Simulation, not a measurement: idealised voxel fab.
A process module follows: voxel ribs on slabs.
Pictured: cross-section cut, 160 nm wide, on a grid of 5 nm square cells.
Cross-section spec: square-cell grid; bands listed top down; each band is one or more rows.
Band: top and bottom heights (nm) first, top before bottom; then materials from left to right, widths in nm. "throughout" marks a sole material filling the band edge to edge. "air" denotes empty space.
For the purposes of this specification, 0 denotes the height below which the wafer in its as-received condition is composed wholly of one material, and the lowermost band, lacking a lower limit, extends downward without end, as expressed in "top 0, no bottom".
Width spec "30..40" -> top row of cells at first value, bottom row at second value, equal per-row change in between.
For the purposes of this document, the phrase "nothing changed" attached to a step denotes that no cell within the cross-section was modified by that step.
Entry "Cavities, sealed". Content: empty spaces with no open connection to the top, size 8 cells or greater. Each: width x height at distance. Distance: from left edge. Unit: nm.
It should be noted that, on the line of a given step, the content following the step's settings is a remark produced by the simulator itself with respect to that step.
overlay nm: where the mask lay relative to plan, measured to the right, on steps with a mask; negatives go left.
For the reader: what remains of this document is a series of pairs, each showing a cross-section before one process step and a cross-section after that step which reaches down only to the lowest band that changed, with the step between them and its settings set out under the pair. It should not be assumed that a pair continues from the pair above it; the pairs can come from different runs of this module on the same starting wafer, and such continuity exists only where the entry headed "Before the process" says so.

Before the process:
  top 0, no bottom | Si throughout
  Cavities, sealed: none

Step Result:
  top 25, bottom 0 | SiO2 throughout
  No changes below 0.
  Cavities, sealed: none
Processing between the before and after sections above: DIRECTIONAL_DEP (material SiO2; thk nm 25)

Before the process: the after view from the pair directly above serves as the before view here.

Step Result:
  top 45, bottom 25 | polySi throughout
  No changes below 25.
  Cavities, sealed: none
Processing between the before and after sections above: DIRECTIONAL_DEP (material polySi; thk nm 20)

Before the process: the after view from the pair directly above serves as the before view here.

Step Result:
  top 45, bottom 40 | air 70, polySi 20, air 70
  No changes below 40.
  Cavities, sealed: none
Processing between the before and after sections above: MASKED_ETCH (tone cover; mask id RIB; width nm 20; etch materials polySi; depth nm 5; overlay nm 0)

Before the process: the after view from the pair directly above serves as the before view here.

Step Result:
  top 55, bottom 50 | air 70, aC 20, air 70
  top 50, bottom 45 | aC throughout
  top 45, bottom 40 | aC 70, polySi 20, aC 70
  No changes below 40.
  Cavities, sealed: none
Processing between the before and after sections above: DIRECTIONAL_DEP (material aC; thk nm 10)

Before the process: the after view from the pair directly above serves as the before view here.

Step Result:
  top 80, bottom 55 | air 55, resist 50, air 55
  top 55, bottom 50 | air 55, resist 15, aC 20, resist 15, air 55
  No changes below 50.
  Cavities, sealed: none
Processing between the before and after sections above: PATTERN (tone cover; mask id SLAB; material resist; width nm 50; thk nm 25; overlay nm 0)

Before the process: the after view from the pair directly above serves as the before view here.

Step Result:
  top 70, bottom 55 | air 55, resist 50, air 55
  top 55, bottom 50 | air 55, resist 15, aC 20, resist 15, air 55
  top 50, bottom 45 | air 55, aC 50, air 55
  top 45, bottom 40 | air 55, aC 15, polySi 20, aC 15, air 55
  No changes below 40.
  Cavities, sealed: none
Processing between the before and after sections above: DIRECTIONAL_ETCH (etch materials aC; depth nm 10)

Before the process: the after view from the pair directly above serves as the before view here.

Step Result:
  top 55, bottom 45 | air 70..55, aC 20..50, air 70..55
  No changes below 45.
  Cavities, sealed: none
Processing between the before and after sections above: STRIP (etch materials resist)

Before the process: the after view from the pair directly above serves as the before view here.

Step Result:
  top 55, bottom 45 | air 70..55, aC 20..50, air 70..55
  top 45, bottom 40 | air 55, aC 15, polySi 20, aC 15, air 55
  top 40, bottom 25 | air 55, polySi 50, air 55
  No changes below 25.
  Cavities, sealed: none
Processing between the before and after sections above: DIRECTIONAL_ETCH (etch materials polySi; depth nm 15)

Before the process: the after view from the pair directly above serves as the before view here.

Step Result:
  top 45, bottom 40 | air 70, polySi 20, air 70
  No changes below 40.
  Cavities, sealed: none
Processing between the before and after sections above: STRIP (etch materials aC)

Before the process: the after view from the pair directly above serves as the before view here.

Step Result:
  top 70, bottom 45 | SiO2 throughout
  top 45, bottom 40 | SiO2 70, polySi 20, SiO2 70
  top 40, bottom 25 | SiO2 55, polySi 50, SiO2 55
  No changes below 25.
  Cavities, sealed: none
Processing between the before and after sections above: FILL_DEP (material SiO2; thk nm 25)

Before the process: the after view from the pair directly above serves as the before view here.

Step Result:
  top 60, bottom 45 | SiO2 throughout
  No changes below 45.
  Cavities, sealed: none
Processing between the before and after sections above: CMP (height nm 60)

Before the process: the after view from the pair directly above serves as the before view here.

Step Result:
  top 65, bottom 60 | TiN throughout
  No changes below 60.
  Cavities, sealed: none
Processing between the before and after sections above: DIRECTIONAL_DEP (material TiN; thk nm 5)

Before the process: the after view from the pair directly above serves as the before view here.

Step Result:
  top 80, bottom 65 | aC throughout
  No changes below 65.
  Cavities, sealed: none
Processing between the before and after sections above: DIRECTIONAL_DEP (material aC; thk nm 15)

Before the process: the after view from the pair directly above serves as the before view here.

Step Result:
  top 110, bottom 80 | air 65, resist 30, air 65
  No changes below 80.
  Cavities, sealed: none
Processing between the before and after sections above: PATTERN (tone cover; mask id HEATER; material resist; width nm 30; thk nm 30; overlay nm 0)

Before the process: the after view from the pair directly above serves as the before view here.

Step Result:
  top 95, bottom 80 | air 65, resist 30, air 65
  top 80, bottom 65 | air 65, aC 30, air 65
  No changes below 65.
  Cavities, sealed: none
Processing between the before and after sections above: DIRECTIONAL_ETCH (etch materials aC; depth nm 15)

Before the process: the after view from the pair directly above serves as the before view here.

Step Result:
  top 80, bottom 65 | air 65, aC 30, air 65
  No changes below 65.
  Cavities, sealed: none
Processing between the before and after sections above: STRIP (etch materials resist)

Before the process: the after view from the pair directly above serves as the before view here.

Step Result:
  top 80, bottom 65 | air 65, aC 30, air 65
  top 65, bottom 60 | air 65, TiN 30, air 65
  No changes below 60.
  Cavities, sealed: none
Processing between the before and after sections above: DIRECTIONAL_ETCH (etch materials TiN; depth nm 5)

Before the process: the after view from the pair directly above serves as the before view here.

Step Result:
  top 65, bottom 60 | air 65, TiN 30, air 65
  No changes below 60.
  Cavities, sealed: none
Processing between the before and after sections above: STRIP (etch materials aC)

Before the process: the after view from the pair directly above serves as the before view here.

Step Result:
  top 75, bottom 70 | air 55, SiN 50, air 55
  top 70, bottom 65 | SiN throughout
  top 65, bottom 60 | SiN 65, TiN 30, SiN 65
  No changes below 60.
  Cavities, sealed: none
Processing between the before and after sections above: CONFORMAL_DEP (material SiN; thk nm 10)

Before the process:
  top 25, bottom 0 | SiO2 throughout
  top 0, no bottom | Si throughout
  Cavities, sealed: none

Step Result:
  top 50, bottom 0 | SiO2 throughout
  No changes below 0.
  Cavities, sealed: none
Processing between the before and after sections above: DIRECTIONAL_DEP (material SiO2; thk nm 25)

Before the process: the after view from the pair directly above serves as the before view here.

Step Result:
  top 70, bottom 50 | polySi throughout
  No changes below 50.
  Cavities, sealed: none
Processing between the before and after sections above: DIRECTIONAL_DEP (material polySi; thk nm 20)

Before the process: the after view from the pair directly above serves as the before view here.

Step Result:
  top 70, bottom 65 | air 70, polySi 20, air 70
  No changes below 65.
  Cavities, sealed: none
Processing between the before and after sections above: MASKED_ETCH (tone cover; mask id RIB; width nm 20; etch materials polySi; depth nm 5; overlay nm 0)

Before the process: the after view from the pair directly above serves as the before view here.

Step Result:
  top 80, bottom 75 | air 70, aC 20, air 70
  top 75, bottom 70 | aC throughout
  top 70, bottom 65 | aC 70, polySi 20, aC 70
  No changes below 65.
  Cavities, sealed: none
Processing between the before and after sections above: DIRECTIONAL_DEP (material aC; thk nm 10)

Before the process: the after view from the pair directly above serves as the before view here.

Step Result:
  top 105, bottom 80 | air 55, resist 50, air 55
  top 80, bottom 75 | air 55, resist 15, aC 20, resist 15, air 55
  No changes below 75.
  Cavities, sealed: none
Processing between the before and after sections above: PATTERN (tone cover; mask id SLAB; material resist; width nm 50; thk nm 25; overlay nm 0)

Before the process: the after view from the pair directly above serves as the before view here.

Step Result:
  top 95, bottom 80 | air 55, resist 50, air 55
  top 80, bottom 75 | air 55, resist 15, aC 20, resist 15, air 55
  top 75, bottom 70 | air 55, aC 50, air 55
  top 70, bottom 65 | air 55, aC 15, polySi 20, aC 15, air 55
  No changes below 65.
  Cavities, sealed: none
Processing between the before and after sections above: DIRECTIONAL_ETCH (etch materials aC; depth nm 10)

Before the process: the after view from the pair directly above serves as the before view here.

Step Result:
  top 80, bottom 70 | air 70..55, aC 20..50, air 70..55
  No changes below 70.
  Cavities, sealed: none
Processing between the before and after sections above: STRIP (etch materials resist)

Before the process: the after view from the pair directly above serves as the before view here.

Step Result:
  top 80, bottom 70 | air 70..55, aC 20..50, air 70..55
  top 70, bottom 65 | air 55, aC 15, polySi 20, aC 15, air 55
  top 65, bottom 50 | air 55, polySi 50, air 55
  No changes below 50.
  Cavities, sealed: none
Processing between the before and after sections above: DIRECTIONAL_ETCH (etch materials polySi; depth nm 15)

Before the process: the after view from the pair directly above serves as the before view here.

Step Result:
  top 70, bottom 65 | air 70, polySi 20, air 70
  No changes below 65.
  Cavities, sealed: none
Processing between the before and after sections above: STRIP (etch materials aC)

Before the process: the after view from the pair directly above serves as the before view here.

Step Result:
  top 95, bottom 70 | SiO2 throughout
  top 70, bottom 65 | SiO2 70, polySi 20, SiO2 70
  top 65, bottom 50 | SiO2 55, polySi 50, SiO2 55
  No changes below 50.
  Cavities, sealed: none
Processing between the before and after sections above: FILL_DEP (material SiO2; thk nm 25)

Before the process: the after view from the pair directly above serves as the before view here.

Step Result:
  top 60, bottom 50 | SiO2 55, polySi 50, SiO2 55
  No changes below 50.
  Cavities, sealed: none
Processing between the before and after sections above: CMP (height nm 60)

Before the process: the after view from the pair directly above serves as the before view here.

Step Result:
  top 65, bottom 60 | TiN throughout
  No changes below 60.
  Cavities, sealed: none
Processing between the before and after sections above: DIRECTIONAL_DEP (material TiN; thk nm 5)

Before the process: the after view from the pair directly above serves as the before view here.

Step Result:
  top 80, bottom 65 | aC throughout
  No changes below 65.
  Cavities, sealed: none
Processing between the before and after sections above: DIRECTIONAL_DEP (material aC; thk nm 15)

Before the process: the after view from the pair directly above serves as the before view here.

Step Result:
  top 110, bottom 80 | air 65, resist 30, air 65
  No changes below 80.
  Cavities, sealed: none
Processing between the before and after sections above: PATTERN (tone cover; mask id HEATER; material resist; width nm 30; thk nm 30; overlay nm 0)

Before the process: the after view from the pair directly above serves as the before view here.

Step Result:
  top 95, bottom 80 | air 65, resist 30, air 65
  top 80, bottom 65 | air 65, aC 30, air 65
  No changes below 65.
  Cavities, sealed: none
Processing between the before and after sections above: DIRECTIONAL_ETCH (etch materials aC; depth nm 15)

Before the process: the after view from the pair directly above serves as the before view here.

Step Result:
  top 80, bottom 65 | air 65, aC 30, air 65
  No changes below 65.
  Cavities, sealed: none
Processing between the before and after sections above: STRIP (etch materials resist)

Before the process: the after view from the pair directly above serves as the before view here.

Step Result:
  top 80, bottom 65 | air 65, aC 30, air 65
  top 65, bottom 60 | air 65, TiN 30, air 65
  No changes below 60.
  Cavities, sealed: none
Processing between the before and after sections above: DIRECTIONAL_ETCH (etch materials TiN; depth nm 5)

Before the process: the after view from the pair directly above serves as the before view here.

Step Result:
  top 65, bottom 60 | air 65, TiN 30, air 65
  No changes below 60.
  Cavities, sealed: none
Processing between the before and after sections above: STRIP (etch materials aC)

Before the process: the after view from the pair directly above serves as the before view here.

Step Result:
  top 75, bottom 70 | air 55, SiN 50, air 55
  top 70, bottom 65 | SiN throughout
  top 65, bottom 60 | SiN 65, TiN 30, SiN 65
  No changes below 60.
  Cavities, sealed: none
Processing between the before and after sections above: CONFORMAL_DEP (material SiN; thk nm 10)

Before the process:
  top 0, no bottom | Si throughout
  Cavities, sealed: none

Step Result:
  top 20, bottom 0 | polySi throughout
  No changes below 0.
  Cavities, sealed: none
Processing between the before and after sections above: DIRECTIONAL_DEP (material polySi; thk nm 20)

Before the process: the after view from the pair directly above serves as the before view here.

Step Result:
  top 45, bottom 20 | SiO2 throughout
  No changes below 20.
  Cavities, sealed: none
Processing between the before and after sections above: DIRECTIONAL_DEP (material SiO2; thk nm 25)

Before the process: the after view from the pair directly above serves as the before view here.

Step Result:
  top 55, bottom 45 | aC throughout
  No changes below 45.
  Cavities, sealed: none
Processing between the before and after sections above: DIRECTIONAL_DEP (material aC; thk nm 10)

Before the process: the after view from the pair directly above serves as the before view here.

Step Result:
  top 80, bottom 55 | air 55, resist 50, air 55
  No changes below 55.
  Cavities, sealed: none
Processing between the before and after sections above: PATTERN (tone cover; mask id SLAB; material resist; width nm 50; thk nm 25; overlay nm 0)

Before the process: the after view from the pair directly above serves as the before view here.

Step Result:
  top 70, bottom 55 | air 55, resist 50, air 55
  top 55, bottom 45 | air 55, aC 50, air 55
  No changes below 45.
  Cavities, sealed: none
Processing between the before and after sections above: DIRECTIONAL_ETCH (etch materials aC; depth nm 10)

Before the process: the after view from the pair directly above serves as the before view here.

Step Result:
  top 55, bottom 45 | air 55, aC 50, air 55
  No changes below 45.
  Cavities, sealed: none
Processing between the before and after sections above: STRIP (etch materials resist)

Before the process: the after view from the pair directly above serves as the before view here.

Step Result:
  top 45, bottom 20 | SiO2 throughout
  No changes below 20.
  Cavities, sealed: none
Processing between the before and after sections above: STRIP (etch materials aC)

Before the process: the after view from the pair directly above serves as the before view here.

Step Result:
  top 70, bottom 20 | SiO2 throughout
  No changes below 20.
  Cavities, sealed: none
Processing between the before and after sections above: FILL_DEP (material SiO2; thk nm 25)

Before the process: the after view from the pair directly above serves as the before view here.

Step Result:
  top 60, bottom 20 | SiO2 throughout
  No changes below 20.
  Cavities, sealed: none
Processing between the before and after sections above: CMP (height nm 60)

Before the process: the after view from the pair directly above serves as the before view here.

Step Result:
  top 65, bottom 60 | TiN throughout
  No changes below 60.
  Cavities, sealed: none
Processing between the before and after sections above: DIRECTIONAL_DEP (material TiN; thk nm 5)

Before the process: the after view from the pair directly above serves as the before view here.

Step Result:
  top 80, bottom 65 | aC throughout
  No changes below 65.
  Cavities, sealed: none
Processing between the before and after sections above: DIRECTIONAL_DEP (material aC; thk nm 15)

Before the process: the after view from the pair directly above serves as the before view here.

Step Result:
  top 110, bottom 80 | air 65, resist 30, air 65
  No changes below 80.
  Cavities, sealed: none
Processing between the before and after sections above: PATTERN (tone cover; mask id HEATER; material resist; width nm 30; thk nm 30; overlay nm 0)

Before the process: the after view from the pair directly above serves as the before view here.

Step Result:
  top 95, bottom 80 | air 65, resist 30, air 65
  top 80, bottom 65 | air 65, aC 30, air 65
  No changes below 65.
  Cavities, sealed: none
Processing between the before and after sections above: DIRECTIONAL_ETCH (etch materials aC; depth nm 15)

Before the process: the after view from the pair directly above serves as the before view here.

Step Result:
  top 80, bottom 65 | air 65, aC 30, air 65
  No changes below 65.
  Cavities, sealed: none
Processing between the before and after sections above: STRIP (etch materials resist)

Before the process: the after view from the pair directly above serves as the before view here.

Step Result:
  top 80, bottom 65 | air 65, aC 30, air 65
  top 65, bottom 60 | air 65, TiN 30, air 65
  No changes below 60.
  Cavities, sealed: none
Processing between the before and after sections above: DIRECTIONAL_ETCH (etch materials TiN; depth nm 5)

Before the process: the after view from the pair directly above serves as the before view here.

Step Result:
  top 65, bottom 60 | air 65, TiN 30, air 65
  No changes below 60.
  Cavities, sealed: none
Processing between the before and after sections above: STRIP (etch materials aC)

Before the process: the after view from the pair directly above serves as the before view here.

Step Result:
  top 75, bottom 70 | air 55, SiN 50, air 55
  top 70, bottom 65 | SiN throughout
  top 65, bottom 60 | SiN 65, TiN 30, SiN 65
  No changes below 60.
  Cavities, sealed: none
Processing between the before and after sections above: CONFORMAL_DEP (material SiN; thk nm 10)

Before the process:
  top 0, no bottom | Si throughout
  Cavities, sealed: none

Step Result:
  top 35, bottom 0 | SiO2 throughout
  No changes below 0.
  Cavities, sealed: none
Processing between the before and after sections above: DIRECTIONAL_DEP (material SiO2; thk nm 35)

Before the process: the after view from the pair directly above serves as the before view here.

Step Result:
  top 55, bottom 35 | polySi throughout
  No changes below 35.
  Cavities, sealed: none
Processing between the before and after sections above: DIRECTIONAL_DEP (material polySi; thk nm 20)

Before the process: the after view from the pair directly above serves as the before view here.

Step Result:
  top 55, bottom 50 | air 70, polySi 20, air 70
  No changes below 50.
  Cavities, sealed: none
Processing between the before and after sections above: MASKED_ETCH (tone cover; mask id RIB; width nm 20; etch materials polySi; depth nm 5; overlay nm 0)

Before the process: the after view from the pair directly above serves as the before view here.

Step Result:
  top 65, bottom 60 | air 70, aC 20, air 70
  top 60, bottom 55 | aC throughout
  top 55, bottom 50 | aC 70, polySi 20, aC 70
  No changes below 50.
  Cavities, sealed: none
Processing between the before and after sections above: DIRECTIONAL_DEP (material aC; thk nm 10)

Before the process: the after view from the pair directly above serves as the before view here.

Step Result:
  top 90, bottom 65 | air 55, resist 50, air 55
  top 65, bottom 60 | air 55, resist 15, aC 20, resist 15, air 55
  No changes below 60.
  Cavities, sealed: none
Processing between the before and after sections above: PATTERN (tone cover; mask id SLAB; material resist; width nm 50; thk nm 25; overlay nm 0)

Before the process: the after view from the pair directly above serves as the before view here.

Step Result:
  top 80, bottom 65 | air 55, resist 50, air 55
  top 65, bottom 60 | air 55, resist 15, aC 20, resist 15, air 55
  top 60, bottom 55 | air 55, aC 50, air 55
  top 55, bottom 50 | air 55, aC 15, polySi 20, aC 15, air 55
  No changes below 50.
  Cavities, sealed: none
Processing between the before and after sections above: DIRECTIONAL_ETCH (etch materials aC; depth nm 10)

Before the process: the after view from the pair directly above serves as the before view here.

Step Result:
  top 65, bottom 55 | air 70..55, aC 20..50, air 70..55
  No changes below 55.
  Cavities, sealed: none
Processing between the before and after sections above: STRIP (etch materials resist)

Before the process: the after view from the pair directly above serves as the before view here.

Step Result:
  top 65, bottom 55 | air 70..55, aC 20..50, air 70..55
  top 55, bottom 50 | air 55, aC 15, polySi 20, aC 15, air 55
  top 50, bottom 35 | air 55, polySi 50, air 55
  No changes below 35.
  Cavities, sealed: none
Processing between the before and after sections above: DIRECTIONAL_ETCH (etch materials polySi; depth nm 15)

Before the process: the after view from the pair directly above serves as the before view here.

Step Result:
  top 55, bottom 50 | air 70, polySi 20, air 70
  No changes below 50.
  Cavities, sealed: none
Processing between the before and after sections above: STRIP (etch materials aC)

Before the process: the after view from the pair directly above serves as the before view here.

Step Result:
  top 80, bottom 55 | SiO2 throughout
  top 55, bottom 50 | SiO2 70, polySi 20, SiO2 70
  top 50, bottom 35 | SiO2 55, polySi 50, SiO2 55
  No changes below 35.
  Cavities, sealed: none
Processing between the before and after sections above: FILL_DEP (material SiO2; thk nm 25)

Before the process: the after view from the pair directly above serves as the before view here.

Step Result:
  top 60, bottom 55 | SiO2 throughout
  No changes below 55.
  Cavities, sealed: none
Processing between the before and after sections above: CMP (height nm 60)

Before the process: the after view from the pair directly above serves as the before view here.

Step Result:
  top 65, bottom 60 | TiN throughout
  No changes below 60.
  Cavities, sealed: none
Processing between the before and after sections above: DIRECTIONAL_DEP (material TiN; thk nm 5)

Before the process: the after view from the pair directly above serves as the before view here.

Step Result:
  top 80, bottom 65 | aC throughout
  No changes below 65.
  Cavities, sealed: none
Processing between the before and after sections above: DIRECTIONAL_DEP (material aC; thk nm 15)

Before the process: the after view from the pair directly above serves as the before view here.

Step Result:
  top 110, bottom 80 | air 65, resist 30, air 65
  No changes below 80.
  Cavities, sealed: none
Processing between the before and after sections above: PATTERN (tone cover; mask id HEATER; material resist; width nm 30; thk nm 30; overlay nm 0)

Before the process: the after view from the pair directly above serves as the before view here.

Step Result:
  top 95, bottom 80 | air 65, resist 30, air 65
  top 80, bottom 65 | air 65, aC 30, air 65
  No changes below 65.
  Cavities, sealed: none
Processing between the before and after sections above: DIRECTIONAL_ETCH (etch materials aC; depth nm 15)

Before the process: the after view from the pair directly above serves as the before view here.

Step Result:
  top 80, bottom 65 | air 65, aC 30, air 65
  No changes below 65.
  Cavities, sealed: none
Processing between the before and after sections above: STRIP (etch materials resist)

Before the process: the after view from the pair directly above serves as the before view here.

Step Result:
  top 80, bottom 65 | air 65, aC 30, air 65
  top 65, bottom 60 | air 65, TiN 30, air 65
  No changes below 60.
  Cavities, sealed: none
Processing between the before and after sections above: DIRECTIONAL_ETCH (etch materials TiN; depth nm 5)

Before the process: the after view from the pair directly above serves as the before view here.

Step Result:
  top 65, bottom 60 | air 65, TiN 30, air 65
  No changes below 60.
  Cavities, sealed: none
Processing between the before and after sections above: STRIP (etch materials aC)

Before the process: the after view from the pair directly above serves as the before view here.

Step Result:
  top 75, bottom 70 | air 55, SiN 50, air 55
  top 70, bottom 65 | SiN throughout
  top 65, bottom 60 | SiN 65, TiN 30, SiN 65
  No changes below 60.
  Cavities, sealed: none
Processing between the before and after sections above: CONFORMAL_DEP (material SiN; thk nm 10)

Before the process:
  top 80, bottom 65 | aC throughout
  top 65, bottom 60 | TiN throughout
  top 60, bottom 45 | SiO2 throughout
  top 45, bottom 40 | SiO2 70, polySi 20, SiO2 70
  top 40, bottom 25 | SiO2 55, polySi 50, SiO2 55
  top 25, bottom 0 | SiO2 throughout
  top 0, no bottom | Si throughout
  Cavities, sealed: none

Step Result:
  top 110, bottom 80 | air 70, resist 20, air 70
  No changes below 80.
  Cavities, sealed: none
Processing between the before and after sections above: PATTERN (tone cover; mask id HEATER; material resist; width nm 20; thk nm 30; overlay nm 0)

Before the process: the after view from the pair directly above serves as the before view here.

Step Result:
  top 95, bottom 80 | air 70, resist 20, air 70
  top 80, bottom 65 | air 70, aC 20, air 70
  No changes below 65.
  Cavities, sealed: none
Processing between the before and after sections above: DIRECTIONAL_ETCH (etch materials aC; depth nm 15)

Before the process: the after view from the pair directly above serves as the before view here.

Step Result:
  top 80, bottom 65 | air 70, aC 20, air 70
  No changes below 65.
  Cavities, sealed: none
Processing between the before and after sections above: STRIP (etch materials resist)

Before the process: the after view from the pair directly above serves as the before view here.

Step Result:
  top 80, bottom 65 | air 70, aC 20, air 70
  top 65, bottom 60 | air 70, TiN 20, air 70
  No changes below 60.
  Cavities, sealed: none
Processing between the before and after sections above: DIRECTIONAL_ETCH (etch materials TiN; depth nm 5)

Before the process: the after view from the pair directly above serves as the before view here.

Step Result:
  top 65, bottom 60 | air 70, TiN 20, air 70
  No changes below 60.
  Cavities, sealed: none
Processing between the before and after sections above: STRIP (etch materials aC)

Before the process: the after view from the pair directly above serves as the before view here.

Step Result:
  top 75, bottom 70 | air 60, SiN 40, air 60
  top 70, bottom 65 | SiN throughout
  top 65, bottom 60 | SiN 70, TiN 20, SiN 70
  No changes below 60.
  Cavities, sealed: none
Processing between the before and after sections above: CONFORMAL_DEP (material SiN; thk nm 10)

Before the process:
  top 55, bottom 50 | air 70, aC 20, air 70
  top 50, bottom 45 | aC throughout
  top 45, bottom 40 | aC 70, polySi 20, aC 70
  top 40, bottom 25 | polySi throughout
  top 25, bottom 0 | SiO2 throughout
  top 0, no bottom | Si throughout
  Cavities, sealed: none

Step Result:
  top 80, bottom 55 | air 50, resist 50, air 60
  top 55, bottom 50 | air 50, resist 20, aC 20, resist 10, air 60
  No changes below 50.
  Cavities, sealed: none
Processing between the before and after sections above: PATTERN (tone cover; mask id SLAB; material resist; width nm 50; thk nm 25; overlay nm -5)

Before the process: the after view from the pair directly above serves as the before view here.

Step Result:
  top 70, bottom 55 | air 50, resist 50, air 60
  top 55, bottom 50 | air 50, resist 20, aC 20, resist 10, air 60
  top 50, bottom 45 | air 50, aC 50, air 60
  top 45, bottom 40 | air 50, aC 20, polySi 20, aC 10, air 60
  No changes below 40.
  Cavities, sealed: none
Processing between the before and after sections above: DIRECTIONAL_ETCH (etch materials aC; depth nm 10)

Before the process: the after view from the pair directly above serves as the before view here.

Step Result:
  top 55, bottom 45 | air 70..50, aC 20..50, air 70..60
  No changes below 45.
  Cavities, sealed: none
Processing between the before and after sections above: STRIP (etch materials resist)

Before the process: the after view from the pair directly above serves as the before view here.

Step Result:
  top 55, bottom 45 | air 70..50, aC 20..50, air 70..60
  top 45, bottom 40 | air 50, aC 20, polySi 20, aC 10, air 60
  top 40, bottom 25 | air 50, polySi 50, air 60
  No changes below 25.
  Cavities, sealed: none
Processing between the before and after sections above: DIRECTIONAL_ETCH (etch materials polySi; depth nm 15)

Before the process: the after view from the pair directly above serves as the before view here.

Step Result:
  top 45, bottom 40 | air 70, polySi 20, air 70
  No changes below 40.
  Cavities, sealed: none
Processing between the before and after sections above: STRIP (etch materials aC)

Before the process: the after view from the pair directly above serves as the before view here.

Step Result:
  top 70, bottom 45 | SiO2 throughout
  top 45, bottom 40 | SiO2 70, polySi 20, SiO2 70
  top 40, bottom 25 | SiO2 50, polySi 50, SiO2 60
  No changes below 25.
  Cavities, sealed: none
Processing between the before and after sections above: FILL_DEP (material SiO2; thk nm 25)

Before the process: the after view from the pair directly above serves as the before view here.

Step Result:
  top 60, bottom 45 | SiO2 throughout
  No changes below 45.
  Cavities, sealed: none
Processing between the before and after sections above: CMP (height nm 60)

Before the process: the after view from the pair directly above serves as the before view here.

Step Result:
  top 65, bottom 60 | TiN throughout
  No changes below 60.
  Cavities, sealed: none
Processing between the before and after sections above: DIRECTIONAL_DEP (material TiN; thk nm 5)

Before the process: the after view from the pair directly above serves as the before view here.

Step Result:
  top 80, bottom 65 | aC throughout
  No changes below 65.
  Cavities, sealed: none
Processing between the before and after sections above: DIRECTIONAL_DEP (material aC; thk nm 15)

Before the process: the after view from the pair directly above serves as the before view here.

Step Result:
  top 110, bottom 80 | air 65, resist 30, air 65
  No changes below 80.
  Cavities, sealed: none
Processing between the before and after sections above: PATTERN (tone cover; mask id HEATER; material resist; width nm 30; thk nm 30; overlay nm 0)

Before the process: the after view from the pair directly above serves as the before view here.

Step Result:
  top 95, bottom 80 | air 65, resist 30, air 65
  top 80, bottom 65 | air 65, aC 30, air 65
  No changes below 65.
  Cavities, sealed: none
Processing between the before and after sections above: DIRECTIONAL_ETCH (etch materials aC; depth nm 15)

Before the process: the after view from the pair directly above serves as the before view here.

Step Result:
  top 80, bottom 65 | air 65, aC 30, air 65
  No changes below 65.
  Cavities, sealed: none
Processing between the before and after sections above: STRIP (etch materials resist)

Before the process: the after view from the pair directly above serves as the before view here.

Step Result:
  top 80, bottom 65 | air 65, aC 30, air 65
  top 65, bottom 60 | air 65, TiN 30, air 65
  No changes below 60.
  Cavities, sealed: none
Processing between the before and after sections above: DIRECTIONAL_ETCH (etch materials TiN; depth nm 5)

Before the process: the after view from the pair directly above serves as the before view here.

Step Result:
  top 65, bottom 60 | air 65, TiN 30, air 65
  No changes below 60.
  Cavities, sealed: none
Processing between the before and after sections above: STRIP (etch materials aC)

Before the process: the after view from the pair directly above serves as the before view here.

Step Result:
  top 75, bottom 70 | air 55, SiN 50, air 55
  top 70, bottom 65 | SiN throughout
  top 65, bottom 60 | SiN 65, TiN 30, SiN 65
  No changes below 60.
  Cavities, sealed: none
Processing between the before and after sections above: CONFORMAL_DEP (material SiN; thk nm 10)

Before the process:
  top 0, no bottom | Si throughout
  Cavities, sealed: none

Step Result:
  top 25, bottom 0 | TiN throughout
  No changes below 0.
  Cavities, sealed: none
Processing between the before and after sections above: DIRECTIONAL_DEP (material TiN; thk nm 25)

Before the process: the after view from the pair directly above serves as the before view here.

Step Result:
  top 45, bottom 25 | polySi throughout
  No changes below 25.
  Cavities, sealed: none
Processing between the before and after sections above: DIRECTIONAL_DEP (material polySi; thk nm 20)

Before the process: the after view from the pair directly above serves as the before view here.

Step Result:
  top 45, bottom 40 | air 70, polySi 20, air 70
  No changes below 40.
  Cavities, sealed: none
Processing between the before and after sections above: MASKED_ETCH (tone cover; mask id RIB; width nm 20; etch materials polySi; depth nm 5; overlay nm 0)

Before the process: the after view from the pair directly above serves as the before view here.

Step Result:
  top 55, bottom 50 | air 70, aC 20, air 70
  top 50, bottom 45 | aC throughout
  top 45, bottom 40 | aC 70, polySi 20, aC 70
  No changes below 40.
  Cavities, sealed: none
Processing between the before and after sections above: DIRECTIONAL_DEP (material aC; thk nm 10)

Before the process: the after view from the pair directly above serves as the before view here.

Step Result:
  top 80, bottom 55 | air 55, resist 50, air 55
  top 55, bottom 50 | air 55, resist 15, aC 20, resist 15, air 55
  No changes below 50.
  Cavities, sealed: none
Processing between the before and after sections above: PATTERN (tone cover; mask id SLAB; material resist; width nm 50; thk nm 25; overlay nm 0)

Before the process: the after view from the pair directly above serves as the before view here.

Step Result:
  top 70, bottom 55 | air 55, resist 50, air 55
  top 55, bottom 50 | air 55, resist 15, aC 20, resist 15, air 55
  top 50, bottom 45 | air 55, aC 50, air 55
  top 45, bottom 40 | air 55, aC 15, polySi 20, aC 15, air 55
  No changes below 40.
  Cavities, sealed: none
Processing between the before and after sections above: DIRECTIONAL_ETCH (etch materials aC; depth nm 10)

Before the process: the after view from the pair directly above serves as the before view here.

Step Result:
  top 55, bottom 45 | air 70..55, aC 20..50, air 70..55
  No changes below 45.
  Cavities, sealed: none
Processing between the before and after sections above: STRIP (etch materials resist)

Before the process: the after view from the pair directly above serves as the before view here.

Step Result:
  top 55, bottom 45 | air 70..55, aC 20..50, air 70..55
  top 45, bottom 40 | air 55, aC 15, polySi 20, aC 15, air 55
  top 40, bottom 25 | air 55, polySi 50, air 55
  No changes below 25.
  Cavities, sealed: none
Processing between the before and after sections above: DIRECTIONAL_ETCH (etch materials polySi; depth nm 15)

Before the process: the after view from the pair directly above serves as the before view here.

Step Result:
  top 45, bottom 40 | air 70, polySi 20, air 70
  No changes below 40.
  Cavities, sealed: none
Processing between the before and after sections above: STRIP (etch materials aC)

Before the process: the after view from the pair directly above serves as the before view here.

Step Result:
  top 70, bottom 45 | SiO2 throughout
  top 45, bottom 40 | SiO2 70, polySi 20, SiO2 70
  top 40, bottom 25 | SiO2 55, polySi 50, SiO2 55
  No changes below 25.
  Cavities, sealed: none
Processing between the before and after sections above: FILL_DEP (material SiO2; thk nm 25)

Before the process: the after view from the pair directly above serves as the before view here.

Step Result:
  top 60, bottom 45 | SiO2 throughout
  No changes below 45.
  Cavities, sealed: none
Processing between the before and after sections above: CMP (height nm 60)

Before the process: the after view from the pair directly above serves as the before view here.

Step Result:
  top 65, bottom 60 | TiN throughout
  No changes below 60.
  Cavities, sealed: none
Processing between the before and after sections above: DIRECTIONAL_DEP (material TiN; thk nm 5)
